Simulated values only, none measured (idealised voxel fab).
The document below concerns the process module designated voxel self aligned contacts.
cross-section cut | 220 nm wide | cells 5 nm
Throughout this document, each cross-section is represented as a grid of square cells and is presented as a sequence of bands enumerated from the top downward, where a band comprises one or more rows of cells.
Band: top and bottom heights (nm) first, top before bottom; then materials from left to right, widths in nm. "full width" marks a sole material filling the band edge to edge. "empty" denotes empty space.
Heights are expressed relative to 0, this being the level below which the as-received wafer comprises one material exclusively. The lowest band is unbounded in the downward direction and is denoted as in "0 -> down".
Width: "30->40" (first number = top row, second number = bottom row, same change from row to row of cells).
"remained unchanged" means the step left every cell of the cross-section as it was.
The list in "Entrapped voids" covers empty spaces of 8 cells or more that cannot reach the top through any open way, and it gives each as width x height at distance; the distance is from the left edge, and width, height and distance are in nm.
Past the settings on a step's line: simulator remark, on that step.
For masked steps, "overlay nm" on the step line gives how far right of plan the mask actually lay; a minus sign means it lay to the left.
If you're wondering how to read the rest of this, here's the deal. It's pairs of cross-sections: one from before a process step, one from after it. The after one is only drawn as far down as the lowest band that changed. Right under each pair you'll see which step sits between them and what its settings were. Don't read the pairs as one continuous story, though. They can come from different runs of this module on the same starting wafer, and a pair only carries on from the one above it where its entry headed "Before-step section" says so.

Before-step section
- 0 -> down: Si full width
- Entrapped voids: none

Sectional View, Post-Process
- 0 -> -5: SiO2 full width
- At heights below -5, the structure remains unaltered.
- Entrapped voids: none
What was done to get from the before section above to the after section? OXIDIZE,depth nm 5

Before-step section: same picture as after in the pair right above, so we don't repeat it.

Sectional View, Post-Process
- 30 -> 0: polySi full width
- At heights below 0, the structure remains unaltered.
- Entrapped voids: none
What was done to get from the before section above to the after section? DIRECTIONAL_DEP,material polySi,thk nm 30

Before-step section: same picture as after in the pair right above, so we don't repeat it.

Sectional View, Post-Process
- 55 -> 30: SiN full width
- At heights below 30, the structure remains unaltered.
- Entrapped voids: none
What was done to get from the before section above to the after section? DIRECTIONAL_DEP,material SiN,thk nm 25

Before-step section: same picture as after in the pair right above, so we don't repeat it.

Sectional View, Post-Process
- 70 -> 55: empty (25) | resist (30) | empty (40) | resist (30) | empty (40) | resist (30) | empty (25)
- At heights below 55, the structure remains unaltered.
- Entrapped voids: none
What was done to get from the before section above to the after section? PATTERN,tone cover,mask id GATE,material resist,width nm 30,pitch nm 70,thk nm 15,overlay nm 0

Before-step section: same picture as after in the pair right above, so we don't repeat it.

Sectional View, Post-Process
- 70 -> 55: empty (25) | resist (30) | empty (40) | resist (30) | empty (40) | resist (30) | empty (25)
- 55 -> 30: empty (25) | SiN (30) | empty (40) | SiN (30) | empty (40) | SiN (30) | empty (25)
- At heights below 30, the structure remains unaltered.
- Entrapped voids: none
What was done to get from the before section above to the after section? DIRECTIONAL_ETCH,etch materials SiN,depth nm 25

Before-step section: same picture as after in the pair right above, so we don't repeat it.

Sectional View, Post-Process
- 70 -> 55: empty (25) | resist (30) | empty (40) | resist (30) | empty (40) | resist (30) | empty (25)
- 55 -> 30: empty (25) | SiN (30) | empty (40) | SiN (30) | empty (40) | SiN (30) | empty (25)
- 30 -> 0: empty (25) | polySi (30) | empty (40) | polySi (30) | empty (40) | polySi (30) | empty (25)
- At heights below 0, the structure remains unaltered.
- Entrapped voids: none
What was done to get from the before section above to the after section? DIRECTIONAL_ETCH,etch materials polySi,depth nm 30

Before-step section: same picture as after in the pair right above, so we don't repeat it.

Sectional View, Post-Process
- 55 -> 30: empty (25) | SiN (30) | empty (40) | SiN (30) | empty (40) | SiN (30) | empty (25)
- At heights below 30, the structure remains unaltered.
- Entrapped voids: none
What was done to get from the before section above to the after section? STRIP,etch materials resist

Before-step section: same picture as after in the pair right above, so we don't repeat it.

Sectional View, Post-Process
- 65 -> 30: empty (15) | SiN (50) | empty (20) | SiN (50) | empty (20) | SiN (50) | empty (15)
- 30 -> 10: empty (15) | SiN (10) | polySi (30) | SiN (10) | empty (20) | SiN (10) | polySi (30) | SiN (10) | empty (20) | SiN (10) | polySi (30) | SiN (10) | empty (15)
- 10 -> 0: SiN (25) | polySi (30) | SiN (40) | polySi (30) | SiN (40) | polySi (30) | SiN (25)
- At heights below 0, the structure remains unaltered.
- Entrapped voids: none
What was done to get from the before section above to the after section? CONFORMAL_DEP,material SiN,thk nm 10

Before-step section: same picture as after in the pair right above, so we don't repeat it.

Sectional View, Post-Process
- 55 -> 30: empty (15) | SiN (50) | empty (20) | SiN (50) | empty (20) | SiN (50) | empty (15)
- 30 -> 0: empty (15) | SiN (10) | polySi (30) | SiN (10) | empty (20) | SiN (10) | polySi (30) | SiN (10) | empty (20) | SiN (10) | polySi (30) | SiN (10) | empty (15)
- At heights below 0, the structure remains unaltered.
- Entrapped voids: none
What was done to get from the before section above to the after section? DIRECTIONAL_ETCH,etch materials SiN,depth nm 10

Before-step section: same picture as after in the pair right above, so we don't repeat it.

Sectional View, Post-Process
- 70 -> 55: SiO2 full width
- 55 -> 30: SiO2 (15) | SiN (50) | SiO2 (20) | SiN (50) | SiO2 (20) | SiN (50) | SiO2 (15)
- 30 -> 0: SiO2 (15) | SiN (10) | polySi (30) | SiN (10) | SiO2 (20) | SiN (10) | polySi (30) | SiN (10) | SiO2 (20) | SiN (10) | polySi (30) | SiN (10) | SiO2 (15)
- At heights below 0, the structure remains unaltered.
- Entrapped voids: none
What was done to get from the before section above to the after section? FILL_DEP,material SiO2,thk nm 15

Before-step section: same picture as after in the pair right above, so we don't repeat it.

Sectional View, Post-Process
- 60 -> 55: SiO2 full width
- At heights below 55, the structure remains unaltered.
- Entrapped voids: none
What was done to get from the before section above to the after section? CMP,height nm 60

Before-step section: same picture as after in the pair right above, so we don't repeat it.

Sectional View, Post-Process
- 75 -> 60: resist (50) | empty (50) | resist (20) | empty (50) | resist (50)
- At heights below 60, the structure remains unaltered.
- Entrapped voids: none
What was done to get from the before section above to the after section? PATTERN,tone open,mask id CONTACT,material resist,width nm 50,pitch nm 70,thk nm 15,overlay nm 0

Before-step section: same picture as after in the pair right above, so we don't repeat it.

Sectional View, Post-Process
- 75 -> 60: resist (50) | empty (50) | resist (20) | empty (50) | resist (50)
- 60 -> 55: SiO2 (50) | empty (50) | SiO2 (20) | empty (50) | SiO2 (50)
- 55 -> 30: SiO2 (15) | SiN (50) | empty (20) | SiN (50) | empty (20) | SiN (50) | SiO2 (15)
- 30 -> 0: SiO2 (15) | SiN (10) | polySi (30) | SiN (10) | empty (20) | SiN (10) | polySi (30) | SiN (10) | empty (20) | SiN (10) | polySi (30) | SiN (10) | SiO2 (15)
- 0 -> -5: SiO2 (65) | empty (20) | SiO2 (50) | empty (20) | SiO2 (65)
- At heights below -5, the structure remains unaltered.
- Entrapped voids: none
What was done to get from the before section above to the after section? DIRECTIONAL_ETCH,etch materials SiO2,depth nm 65

Before-step section: same picture as after in the pair right above, so we don't repeat it.

Sectional View, Post-Process
- 60 -> 55: SiO2 (50) | empty (50) | SiO2 (20) | empty (50) | SiO2 (50)
- At heights below 55, the structure remains unaltered.
- Entrapped voids: none
What was done to get from the before section above to the after section? STRIP,etch materials resist

Before-step section: same picture as after in the pair right above, so we don't repeat it.

Sectional View, Post-Process
- 65 -> 60: TiN (55) | empty (40) | TiN (30) | empty (40) | TiN (55)
- 60 -> 55: SiO2 (50) | TiN (20) | empty (10) | TiN (20) | SiO2 (20) | TiN (20) | empty (10) | TiN (20) | SiO2 (50)
- 55 -> 30: SiO2 (15) | SiN (50) | TiN (5) | empty (10) | TiN (5) | SiN (50) | TiN (5) | empty (10) | TiN (5) | SiN (50) | SiO2 (15)
- 30 -> 0: SiO2 (15) | SiN (10) | polySi (30) | SiN (10) | TiN (5) | empty (10) | TiN (5) | SiN (10) | polySi (30) | SiN (10) | TiN (5) | empty (10) | TiN (5) | SiN (10) | polySi (30) | SiN (10) | SiO2 (15)
- 0 -> -5: SiO2 (65) | TiN (20) | SiO2 (50) | TiN (20) | SiO2 (65)
- At heights below -5, the structure remains unaltered.
- Entrapped voids: none
What was done to get from the before section above to the after section? CONFORMAL_DEP,material TiN,thk nm 5

Before-step section: same picture as after in the pair right above, so we don't repeat it.

Sectional View, Post-Process
- 75 -> 65: W full width
- 65 -> 60: TiN (55) | W (40) | TiN (30) | W (40) | TiN (55)
- 60 -> 55: SiO2 (50) | TiN (20) | W (10) | TiN (20) | SiO2 (20) | TiN (20) | W (10) | TiN (20) | SiO2 (50)
- 55 -> 30: SiO2 (15) | SiN (50) | TiN (5) | W (10) | TiN (5) | SiN (50) | TiN (5) | W (10) | TiN (5) | SiN (50) | SiO2 (15)
- 30 -> 0: SiO2 (15) | SiN (10) | polySi (30) | SiN (10) | TiN (5) | W (10) | TiN (5) | SiN (10) | polySi (30) | SiN (10) | TiN (5) | W (10) | TiN (5) | SiN (10) | polySi (30) | SiN (10) | SiO2 (15)
- At heights below 0, the structure remains unaltered.
- Entrapped voids: none
What was done to get from the before section above to the after section? FILL_DEP,material W,thk nm 10

Before-step section: same picture as after in the pair right above, so we don't repeat it.

Sectional View, Post-Process
- 60 -> 55: SiO2 (50) | TiN (20) | W (10) | TiN (20) | SiO2 (20) | TiN (20) | W (10) | TiN (20) | SiO2 (50)
- At heights below 55, the structure remains unaltered.
- Entrapped voids: none
What was done to get from the before section above to the after section? CMP,height nm 60

Before-step section: same picture as after in the pair right above, so we don't repeat it.

Sectional View, Post-Process
- 65 -> 60: SiN full width
- At heights below 60, the structure remains unaltered.
- Entrapped voids: none
What was done to get from the before section above to the after section? CONFORMAL_DEP,material SiN,thk nm 5

Before-step section
- 75 -> 65: W full width
- 65 -> 60: TiN (55) | W (40) | TiN (30) | W (40) | TiN (55)
- 60 -> 55: SiO2 (50) | TiN (20) | W (10) | TiN (20) | SiO2 (20) | TiN (20) | W (10) | TiN (20) | SiO2 (50)
- 55 -> 30: SiO2 (15) | SiN (50) | TiN (5) | W (10) | TiN (5) | SiN (50) | TiN (5) | W (10) | TiN (5) | SiN (50) | SiO2 (15)
- 30 -> 0: SiO2 (15) | SiN (10) | polySi (30) | SiN (10) | TiN (5) | W (10) | TiN (5) | SiN (10) | polySi (30) | SiN (10) | TiN (5) | W (10) | TiN (5) | SiN (10) | polySi (30) | SiN (10) | SiO2 (15)
- 0 -> -5: SiO2 (65) | TiN (20) | SiO2 (50) | TiN (20) | SiO2 (65)
- -5 -> down: Si full width
- Entrapped voids: none

Sectional View, Post-Process
- 80 -> 75: SiN full width
- At heights below 75, the structure remains unaltered.
- Entrapped voids: none
What was done to get from the before section above to the after section? CONFORMAL_DEP,material SiN,thk nm 5

Before-step section
- 55 -> 30: SiN full width
- 30 -> 0: polySi full width
- 0 -> -5: SiO2 full width
- -5 -> down: Si full width
- Entrapped voids: none

Sectional View, Post-Process
- 80 -> 30: SiN full width
- At heights below 30, the structure remains unaltered.
- Entrapped voids: none
What was done to get from the before section above to the after section? DIRECTIONAL_DEP,material SiN,thk nm 25

Before-step section: same picture as after in the pair right above, so we don't repeat it.

Sectional View, Post-Process
- 95 -> 80: empty (25) | resist (30) | empty (40) | resist (30) | empty (40) | resist (30) | empty (25)
- At heights below 80, the structure remains unaltered.
- Entrapped voids: none
What was done to get from the before section above to the after section? PATTERN,tone cover,mask id GATE,material resist,width nm 30,pitch nm 70,thk nm 15,overlay nm 0

Before-step section: same picture as after in the pair right above, so we don't repeat it.

Sectional View, Post-Process
- 95 -> 80: empty (25) | resist (30) | empty (40) | resist (30) | empty (40) | resist (30) | empty (25)
- 80 -> 55: empty (25) | SiN (30) | empty (40) | SiN (30) | empty (40) | SiN (30) | empty (25)
- At heights below 55, the structure remains unaltered.
- Entrapped voids: none
What was done to get from the before section above to the after section? DIRECTIONAL_ETCH,etch materials SiN,depth nm 25

Before-step section: same picture as after in the pair right above, so we don't repeat it.

Sectional View, Post-Process
- 80 -> 55: empty (25) | SiN (30) | empty (40) | SiN (30) | empty (40) | SiN (30) | empty (25)
- At heights below 55, the structure remains unaltered.
- Entrapped voids: none
What was done to get from the before section above to the after section? STRIP,etch materials resist

Before-step section: same picture as after in the pair right above, so we don't repeat it.

Sectional View, Post-Process
- 90 -> 65: empty (15) | SiN (50) | empty (20) | SiN (50) | empty (20) | SiN (50) | empty (15)
- 65 -> 30: SiN full width
- At heights below 30, the structure remains unaltered.
- Entrapped voids: none
What was done to get from the before section above to the after section? CONFORMAL_DEP,material SiN,thk nm 10

Before-step section: same picture as after in the pair right above, so we don't repeat it.

Sectional View, Post-Process
- 80 -> 55: empty (15) | SiN (50) | empty (20) | SiN (50) | empty (20) | SiN (50) | empty (15)
- At heights below 55, the structure remains unaltered.
- Entrapped voids: none
What was done to get from the before section above to the after section? DIRECTIONAL_ETCH,etch materials SiN,depth nm 10

Before-step section: same picture as after in the pair right above, so we don't repeat it.

Sectional View, Post-Process
- 95 -> 80: SiO2 full width
- 80 -> 55: SiO2 (15) | SiN (50) | SiO2 (20) | SiN (50) | SiO2 (20) | SiN (50) | SiO2 (15)
- At heights below 55, the structure remains unaltered.
- Entrapped voids: none
What was done to get from the before section above to the after section? FILL_DEP,material SiO2,thk nm 15

Before-step section: same picture as after in the pair right above, so we don't repeat it.

Sectional View, Post-Process
- 60 -> 55: SiO2 (15) | SiN (50) | SiO2 (20) | SiN (50) | SiO2 (20) | SiN (50) | SiO2 (15)
- At heights below 55, the structure remains unaltered.
- Entrapped voids: none
What was done to get from the before section above to the after section? CMP,height nm 60

Before-step section: same picture as after in the pair right above, so we don't repeat it.

Sectional View, Post-Process
- 75 -> 60: resist (50) | empty (50) | resist (20) | empty (50) | resist (50)
- At heights below 60, the structure remains unaltered.
- Entrapped voids: none
What was done to get from the before section above to the after section? PATTERN,tone open,mask id CONTACT,material resist,width nm 50,pitch nm 70,thk nm 15,overlay nm 0

Before-step section: same picture as after in the pair right above, so we don't repeat it.

Sectional View, Post-Process
- 75 -> 60: resist (50) | empty (50) | resist (20) | empty (50) | resist (50)
- 60 -> 55: SiO2 (15) | SiN (50) | empty (20) | SiN (50) | empty (20) | SiN (50) | SiO2 (15)
- At heights below 55, the structure remains unaltered.
- Entrapped voids: none
What was done to get from the before section above to the after section? DIRECTIONAL_ETCH,etch materials SiO2,depth nm 65

Before-step section: same picture as after in the pair right above, so we don't repeat it.

Sectional View, Post-Process
- 60 -> 55: SiO2 (15) | SiN (50) | empty (20) | SiN (50) | empty (20) | SiN (50) | SiO2 (15)
- At heights below 55, the structure remains unaltered.
- Entrapped voids: none
What was done to get from the before section above to the after section? STRIP,etch materials resist

Before-step section: same picture as after in the pair right above, so we don't repeat it.

Sectional View, Post-Process
- 65 -> 60: TiN (70) | empty (10) | TiN (60) | empty (10) | TiN (70)
- 60 -> 55: SiO2 (15) | SiN (50) | TiN (20) | SiN (50) | TiN (20) | SiN (50) | SiO2 (15)
- At heights below 55, the structure remains unaltered.
- Entrapped voids: none
What was done to get from the before section above to the after section? CONFORMAL_DEP,material TiN,thk nm 5

Before-step section: same picture as after in the pair right above, so we don't repeat it.

Sectional View, Post-Process
- 75 -> 65: W full width
- 65 -> 60: TiN (70) | W (10) | TiN (60) | W (10) | TiN (70)
- At heights below 60, the structure remains unaltered.
- Entrapped voids: none
What was done to get from the before section above to the after section? FILL_DEP,material W,thk nm 10

Before-step section: same picture as after in the pair right above, so we don't repeat it.

Sectional View, Post-Process
- 60 -> 55: SiO2 (15) | SiN (50) | TiN (20) | SiN (50) | TiN (20) | SiN (50) | SiO2 (15)
- At heights below 55, the structure remains unaltered.
- Entrapped voids: none
What was done to get from the before section above to the after section? CMP,height nm 60

Before-step section: same picture as after in the pair right above, so we don't repeat it.

Sectional View, Post-Process
- 65 -> 60: SiN full width
- At heights below 60, the structure remains unaltered.
- Entrapped voids: none
What was done to get from the before section above to the after section? CONFORMAL_DEP,material SiN,thk nm 5

Before-step section
- 55 -> 30: empty (25) | SiN (30) | empty (40) | SiN (30) | empty (40) | SiN (30) | empty (25)
- 30 -> 0: empty (25) | polySi (30) | empty (40) | polySi (30) | empty (40) | polySi (30) | empty (25)
- 0 -> -5: SiO2 full width
- -5 -> down: Si full width
- Entrapped voids: none

Sectional View, Post-Process
- 45 -> 30: empty (25) | SiN (30) | empty (40) | SiN (30) | empty (40) | SiN (30) | empty (25)
- At heights below 30, the structure remains unaltered.
- Entrapped voids: none
What was done to get from the before section above to the after section? DIRECTIONAL_ETCH,etch materials SiN,depth nm 10

Before-step section: same picture as after in the pair right above, so we don't repeat it.

Sectional View, Post-Process
- 55 -> 30: empty (15) | SiN (50) | empty (20) | SiN (50) | empty (20) | SiN (50) | empty (15)
- 30 -> 10: empty (15) | SiN (10) | polySi (30) | SiN (10) | empty (20) | SiN (10) | polySi (30) | SiN (10) | empty (20) | SiN (10) | polySi (30) | SiN (10) | empty (15)
- 10 -> 0: SiN (25) | polySi (30) | SiN (40) | polySi (30) | SiN (40) | polySi (30) | SiN (25)
- At heights below 0, the structure remains unaltered.
- Entrapped voids: none
What was done to get from the before section above to the after section? CONFORMAL_DEP,material SiN,thk nm 10

Before-step section: same picture as after in the pair right above, so we don't repeat it.

Sectional View, Post-Process
- 70 -> 55: SiO2 full width
- 55 -> 30: SiO2 (15) | SiN (50) | SiO2 (20) | SiN (50) | SiO2 (20) | SiN (50) | SiO2 (15)
- 30 -> 10: SiO2 (15) | SiN (10) | polySi (30) | SiN (10) | SiO2 (20) | SiN (10) | polySi (30) | SiN (10) | SiO2 (20) | SiN (10) | polySi (30) | SiN (10) | SiO2 (15)
- At heights below 10, the structure remains unaltered.
- Entrapped voids: none
What was done to get from the before section above to the after section? FILL_DEP,material SiO2,thk nm 15

Before-step section: same picture as after in the pair right above, so we don't repeat it.

Sectional View, Post-Process
- 60 -> 55: SiO2 full width
- At heights below 55, the structure remains unaltered.
- Entrapped voids: none
What was done to get from the before section above to the after section? CMP,height nm 60

Before-step section: same picture as after in the pair right above, so we don't repeat it.

Sectional View, Post-Process
- 75 -> 60: resist (50) | empty (50) | resist (20) | empty (50) | resist (50)
- At heights below 60, the structure remains unaltered.
- Entrapped voids: none
What was done to get from the before section above to the after section? PATTERN,tone open,mask id CONTACT,material resist,width nm 50,pitch nm 70,thk nm 15,overlay nm 0

Before-step section: same picture as after in the pair right above, so we don't repeat it.

Sectional View, Post-Process
- 75 -> 60: resist (50) | empty (50) | resist (20) | empty (50) | resist (50)
- 60 -> 55: SiO2 (50) | empty (50) | SiO2 (20) | empty (50) | SiO2 (50)
- 55 -> 30: SiO2 (15) | SiN (50) | empty (20) | SiN (50) | empty (20) | SiN (50) | SiO2 (15)
- 30 -> 10: SiO2 (15) | SiN (10) | polySi (30) | SiN (10) | empty (20) | SiN (10) | polySi (30) | SiN (10) | empty (20) | SiN (10) | polySi (30) | SiN (10) | SiO2 (15)
- At heights below 10, the structure remains unaltered.
- Entrapped voids: none
What was done to get from the before section above to the after section? DIRECTIONAL_ETCH,etch materials SiO2,depth nm 65

Before-step section: same picture as after in the pair right above, so we don't repeat it.

Sectional View, Post-Process
- 60 -> 55: SiO2 (50) | empty (50) | SiO2 (20) | empty (50) | SiO2 (50)
- At heights below 55, the structure remains unaltered.
- Entrapped voids: none
What was done to get from the before section above to the after section? STRIP,etch materials resist

Before-step section: same picture as after in the pair right above, so we don't repeat it.

Sectional View, Post-Process
- 65 -> 60: TiN (55) | empty (40) | TiN (30) | empty (40) | TiN (55)
- 60 -> 55: SiO2 (50) | TiN (20) | empty (10) | TiN (20) | SiO2 (20) | TiN (20) | empty (10) | TiN (20) | SiO2 (50)
- 55 -> 30: SiO2 (15) | SiN (50) | TiN (5) | empty (10) | TiN (5) | SiN (50) | TiN (5) | empty (10) | TiN (5) | SiN (50) | SiO2 (15)
- 30 -> 15: SiO2 (15) | SiN (10) | polySi (30) | SiN (10) | TiN (5) | empty (10) | TiN (5) | SiN (10) | polySi (30) | SiN (10) | TiN (5) | empty (10) | TiN (5) | SiN (10) | polySi (30) | SiN (10) | SiO2 (15)
- 15 -> 10: SiO2 (15) | SiN (10) | polySi (30) | SiN (10) | TiN (20) | SiN (10) | polySi (30) | SiN (10) | TiN (20) | SiN (10) | polySi (30) | SiN (10) | SiO2 (15)
- At heights below 10, the structure remains unaltered.
- Entrapped voids: none
What was done to get from the before section above to the after section? CONFORMAL_DEP,material TiN,thk nm 5

Before-step section: same picture as after in the pair right above, so we don't repeat it.

Sectional View, Post-Process
- 75 -> 65: W full width
- 65 -> 60: TiN (55) | W (40) | TiN (30) | W (40) | TiN (55)
- 60 -> 55: SiO2 (50) | TiN (20) | W (10) | TiN (20) | SiO2 (20) | TiN (20) | W (10) | TiN (20) | SiO2 (50)
- 55 -> 30: SiO2 (15) | SiN (50) | TiN (5) | W (10) | TiN (5) | SiN (50) | TiN (5) | W (10) | TiN (5) | SiN (50) | SiO2 (15)
- 30 -> 15: SiO2 (15) | SiN (10) | polySi (30) | SiN (10) | TiN (5) | W (10) | TiN (5) | SiN (10) | polySi (30) | SiN (10) | TiN (5) | W (10) | TiN (5) | SiN (10) | polySi (30) | SiN (10) | SiO2 (15)
- At heights below 15, the structure remains unaltered.
- Entrapped voids: none
What was done to get from the before section above to the after section? FILL_DEP,material W,thk nm 10

Before-step section: same picture as after in the pair right above, so we don't repeat it.

Sectional View, Post-Process
- 60 -> 55: SiO2 (50) | TiN (20) | W (10) | TiN (20) | SiO2 (20) | TiN (20) | W (10) | TiN (20) | SiO2 (50)
- At heights below 55, the structure remains unaltered.
- Entrapped voids: none
What was done to get from the before section above to the after section? CMP,height nm 60

Before-step section: same picture as after in the pair right above, so we don't repeat it.

Sectional View, Post-Process
- 65 -> 60: SiN full width
- At heights below 60, the structure remains unaltered.
- Entrapped voids: none
What was done to get from the before section above to the after section? CONFORMAL_DEP,material SiN,thk nm 5

Before-step section
- 0 -> -5: SiO2 full width
- -5 -> down: Si full width
- Entrapped voids: none

Sectional View, Post-Process
- 20 -> 0: polySi full width
- At heights below 0, the structure remains unaltered.
- Entrapped voids: none
What was done to get from the before section above to the after section? DIRECTIONAL_DEP,material polySi,thk nm 20

Before-step section: same picture as after in the pair right above, so we don't repeat it.

Sectional View, Post-Process
- 45 -> 20: SiN full width
- At heights below 20, the structure remains unaltered.
- Entrapped voids: none
What was done to get from the before section above to the after section? DIRECTIONAL_DEP,material SiN,thk nm 25

Before-step section: same picture as after in the pair right above, so we don't repeat it.

Sectional View, Post-Process
- 60 -> 45: empty (25) | resist (30) | empty (40) | resist (30) | empty (40) | resist (30) | empty (25)
- At heights below 45, the structure remains unaltered.
- Entrapped voids: none
What was done to get from the before section above to the after section? PATTERN,tone cover,mask id GATE,material resist,width nm 30,pitch nm 70,thk nm 15,overlay nm 0

Before-step section: same picture as after in the pair right above, so we don't repeat it.

Sectional View, Post-Process
- 60 -> 45: empty (25) | resist (30) | empty (40) | resist (30) | empty (40) | resist (30) | empty (25)
- 45 -> 20: empty (25) | SiN (30) | empty (40) | SiN (30) | empty (40) | SiN (30) | empty (25)
- At heights below 20, the structure remains unaltered.
- Entrapped voids: none
What was done to get from the before section above to the after section? DIRECTIONAL_ETCH,etch materials SiN,depth nm 25

Before-step section: same picture as after in the pair right above, so we don't repeat it.

Sectional View, Post-Process
- 60 -> 45: empty (25) | resist (30) | empty (40) | resist (30) | empty (40) | resist (30) | empty (25)
- 45 -> 20: empty (25) | SiN (30) | empty (40) | SiN (30) | empty (40) | SiN (30) | empty (25)
- 20 -> 0: empty (25) | polySi (30) | empty (40) | polySi (30) | empty (40) | polySi (30) | empty (25)
- At heights below 0, the structure remains unaltered.
- Entrapped voids: none
What was done to get from the before section above to the after section? DIRECTIONAL_ETCH,etch materials polySi,depth nm 30

Before-step section: same picture as after in the pair right above, so we don't repeat it.

Sectional View, Post-Process
- 45 -> 20: empty (25) | SiN (30) | empty (40) | SiN (30) | empty (40) | SiN (30) | empty (25)
- At heights below 20, the structure remains unaltered.
- Entrapped voids: none
What was done to get from the before section above to the after section? STRIP,etch materials resist

Before-step section: same picture as after in the pair right above, so we don't repeat it.

Sectional View, Post-Process
- 55 -> 20: empty (15) | SiN (50) | empty (20) | SiN (50) | empty (20) | SiN (50) | empty (15)
- 20 -> 10: empty (15) | SiN (10) | polySi (30) | SiN (10) | empty (20) | SiN (10) | polySi (30) | SiN (10) | empty (20) | SiN (10) | polySi (30) | SiN (10) | empty (15)
- 10 -> 0: SiN (25) | polySi (30) | SiN (40) | polySi (30) | SiN (40) | polySi (30) | SiN (25)
- At heights below 0, the structure remains unaltered.
- Entrapped voids: none
What was done to get from the before section above to the after section? CONFORMAL_DEP,material SiN,thk nm 10

Before-step section: same picture as after in the pair right above, so we don't repeat it.

Sectional View, Post-Process
- 45 -> 20: empty (15) | SiN (50) | empty (20) | SiN (50) | empty (20) | SiN (50) | empty (15)
- 20 -> 0: empty (15) | SiN (10) | polySi (30) | SiN (10) | empty (20) | SiN (10) | polySi (30) | SiN (10) | empty (20) | SiN (10) | polySi (30) | SiN (10) | empty (15)
- At heights below 0, the structure remains unaltered.
- Entrapped voids: none
What was done to get from the before section above to the after section? DIRECTIONAL_ETCH,etch materials SiN,depth nm 10

Before-step section: same picture as after in the pair right above, so we don't repeat it.

Sectional View, Post-Process
- 60 -> 45: SiO2 full width
- 45 -> 20: SiO2 (15) | SiN (50) | SiO2 (20) | SiN (50) | SiO2 (20) | SiN (50) | SiO2 (15)
- 20 -> 0: SiO2 (15) | SiN (10) | polySi (30) | SiN (10) | SiO2 (20) | SiN (10) | polySi (30) | SiN (10) | SiO2 (20) | SiN (10) | polySi (30) | SiN (10) | SiO2 (15)
- At heights below 0, the structure remains unaltered.
- Entrapped voids: none
What was done to get from the before section above to the after section? FILL_DEP,material SiO2,thk nm 15

Before-step section: same picture as after in the pair right above, so we don't repeat it.

Sectional View, Post-Process
- 75 -> 60: resist (50) | empty (50) | resist (20) | empty (50) | resist (50)
- At heights below 60, the structure remains unaltered.
- Entrapped voids: none
What was done to get from the before section above to the after section? PATTERN,tone open,mask id CONTACT,material resist,width nm 50,pitch nm 70,thk nm 15,overlay nm 0

Before-step section: same picture as after in the pair right above, so we don't repeat it.

Sectional View, Post-Process
- 75 -> 60: resist (50) | empty (50) | resist (20) | empty (50) | resist (50)
- 60 -> 45: SiO2 (50) | empty (50) | SiO2 (20) | empty (50) | SiO2 (50)
- 45 -> 20: SiO2 (15) | SiN (50) | empty (20) | SiN (50) | empty (20) | SiN (50) | SiO2 (15)
- 20 -> 0: SiO2 (15) | SiN (10) | polySi (30) | SiN (10) | empty (20) | SiN (10) | polySi (30) | SiN (10) | empty (20) | SiN (10) | polySi (30) | SiN (10) | SiO2 (15)
- 0 -> -5: SiO2 (65) | empty (20) | SiO2 (50) | empty (20) | SiO2 (65)
- At heights below -5, the structure remains unaltered.
- Entrapped voids: none
What was done to get from the before section above to the after section? DIRECTIONAL_ETCH,etch materials SiO2,depth nm 65

Before-step section: same picture as after in the pair right above, so we don't repeat it.

Sectional View, Post-Process
- 60 -> 45: SiO2 (50) | empty (50) | SiO2 (20) | empty (50) | SiO2 (50)
- At heights below 45, the structure remains unaltered.
- Entrapped voids: none
What was done to get from the before section above to the after section? STRIP,etch materials resist

Before-step section: same picture as after in the pair right above, so we don't repeat it.

Sectional View, Post-Process
- 65 -> 60: TiN (55) | empty (40) | TiN (30) | empty (40) | TiN (55)
- 60 -> 50: SiO2 (50) | TiN (5) | empty (40) | TiN (5) | SiO2 (20) | TiN (5) | empty (40) | TiN (5) | SiO2 (50)
- 50 -> 45: SiO2 (50) | TiN (20) | empty (10) | TiN (20) | SiO2 (20) | TiN (20) | empty (10) | TiN (20) | SiO2 (50)
- 45 -> 20: SiO2 (15) | SiN (50) | TiN (5) | empty (10) | TiN (5) | SiN (50) | TiN (5) | empty (10) | TiN (5) | SiN (50) | SiO2 (15)
- 20 -> 0: SiO2 (15) | SiN (10) | polySi (30) | SiN (10) | TiN (5) | empty (10) | TiN (5) | SiN (10) | polySi (30) | SiN (10) | TiN (5) | empty (10) | TiN (5) | SiN (10) | polySi (30) | SiN (10) | SiO2 (15)
- 0 -> -5: SiO2 (65) | TiN (20) | SiO2 (50) | TiN (20) | SiO2 (65)
- At heights below -5, the structure remains unaltered.
- Entrapped voids: none
What was done to get from the before section above to the after section? CONFORMAL_DEP,material TiN,thk nm 5

Before-step section: same picture as after in the pair right above, so we don't repeat it.

Sectional View, Post-Process
- 75 -> 65: W full width
- 65 -> 60: TiN (55) | W (40) | TiN (30) | W (40) | TiN (55)
- 60 -> 50: SiO2 (50) | TiN (5) | W (40) | TiN (5) | SiO2 (20) | TiN (5) | W (40) | TiN (5) | SiO2 (50)
- 50 -> 45: SiO2 (50) | TiN (20) | W (10) | TiN (20) | SiO2 (20) | TiN (20) | W (10) | TiN (20) | SiO2 (50)
- 45 -> 20: SiO2 (15) | SiN (50) | TiN (5) | W (10) | TiN (5) | SiN (50) | TiN (5) | W (10) | TiN (5) | SiN (50) | SiO2 (15)
- 20 -> 0: SiO2 (15) | SiN (10) | polySi (30) | SiN (10) | TiN (5) | W (10) | TiN (5) | SiN (10) | polySi (30) | SiN (10) | TiN (5) | W (10) | TiN (5) | SiN (10) | polySi (30) | SiN (10) | SiO2 (15)
- At heights below 0, the structure remains unaltered.
- Entrapped voids: none
What was done to get from the before section above to the after section? FILL_DEP,material W,thk nm 10

Before-step section: same picture as after in the pair right above, so we don't repeat it.

Sectional View, Post-Process
- 60 -> 50: SiO2 (50) | TiN (5) | W (40) | TiN (5) | SiO2 (20) | TiN (5) | W (40) | TiN (5) | SiO2 (50)
- At heights below 50, the structure remains unaltered.
- Entrapped voids: none
What was done to get from the before section above to the after section? CMP,height nm 60

Before-step section: same picture as after in the pair right above, so we don't repeat it.

Sectional View, Post-Process
- 65 -> 60: SiN full width
- At heights below 60, the structure remains unaltered.
- Entrapped voids: none
What was done to get from the before section above to the after section? CONFORMAL_DEP,material SiN,thk nm 5
